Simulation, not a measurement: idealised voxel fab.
Name of the process module below: voxel fin reveal
In the cross-section labelled cut, the width is 150 nm and each square cell is 5 nm.
Cross-section = grid of square cells, listed top down in bands; band = one or more rows.
First you get the band's top height and its bottom height, in nm, and then the materials it's made of, left to right, with each width in nm. If you see a single material with "all across", that one covers the band edge to edge. "air" is empty space.
Height 0 is the level under which the wafer as received is all one material. The lowest band goes on downwards, as in "z 0 and below".
The width entry "30->40" should be interpreted row by row: the top row of cells in the band takes the first number, the bottom row takes the second number, and the change between adjacent rows is uniform throughout.
For the purposes of this document, the phrase "nothing changed" attached to a step denotes that no cell within the cross-section was modified by that step.
Listed in "Enclosed internal voids": every empty space of 8 or more cells without an open way to the top. Form: width x height at distance, the distance being from the left edge, all in nm.
The remark found on a step's line after its settings is issued by the simulator itself and pertains to that step.
Regarding "overlay nm": on a step with a mask, it is the distance the mask lay to the right of its planned place; a negative value places it to the left.
-- Set out below are the planned steps of the process
1. RECEIVE: material Si
2. CONFORMAL_DEP: material SiN, thk nm 10
3. DIRECTIONAL_DEP: material aC, thk nm 10
4. PATTERN: tone cover, mask id FINS, material resist, width nm 15, pitch nm 40, thk nm 25, overlay nm 0
5. DIRECTIONAL_ETCH: etch materials aC, depth nm 10
6. STRIP: etch materials resist
7. DIRECTIONAL_ETCH: etch materials SiN, depth nm 10
8. DIRECTIONAL_ETCH: etch materials Si, depth nm 40
9. STRIP: etch materials aC
10. FILL_DEP: material SiO2, thk nm 5
11. CMP: height nm 10
12. SELECTIVE_ETCH: etch materials SiO2, depth nm 25
13. STRIP: etch materials SiN
Keep in mind the plan's value for the width nm of step 4 comes from the first wafer; the wafers don't share that setting, but they do share the same starting point.
-- The as-received cross-section of the first of several wafers corresponds to the state after step 1
* z 0 and below | Si all across
* Enclosed internal voids: none
-- Cross-section after step 13, the final step of the module, for the first of several wafers
* z 0 to -15 | air 45 nm | Si 15 nm | air 25 nm | Si 15 nm | air 50 nm
* z -15 to -40 | SiO2 45 nm | Si 15 nm | SiO2 25 nm | Si 15 nm | SiO2 50 nm
* z -40 and below | Si all across
* Enclosed internal voids: none
-- Cross-section, last wafer, module completion
* z 0 to -15 | air 40 nm | Si 25 nm | air 15 nm | Si 25 nm | air 45 nm
* z -15 to -40 | SiO2 40 nm | Si 25 nm | SiO2 15 nm | Si 25 nm | SiO2 45 nm
* z -40 and below | Si all across
* Enclosed internal voids: none
-- What follows is a table in which each wafer occupies a row; for the wafer as it stands at the close of the module, the row states, material by material, how many cells have been gained (+) or lost (-) since receipt, and then gives its closed voids
width nm 15; -192 Si; +120 SiO2; Enclosed internal voids: none
width nm 20; -176 Si; +110 SiO2; Enclosed internal voids: none
width nm 25; -160 Si; +100 SiO2; Enclosed internal voids: none
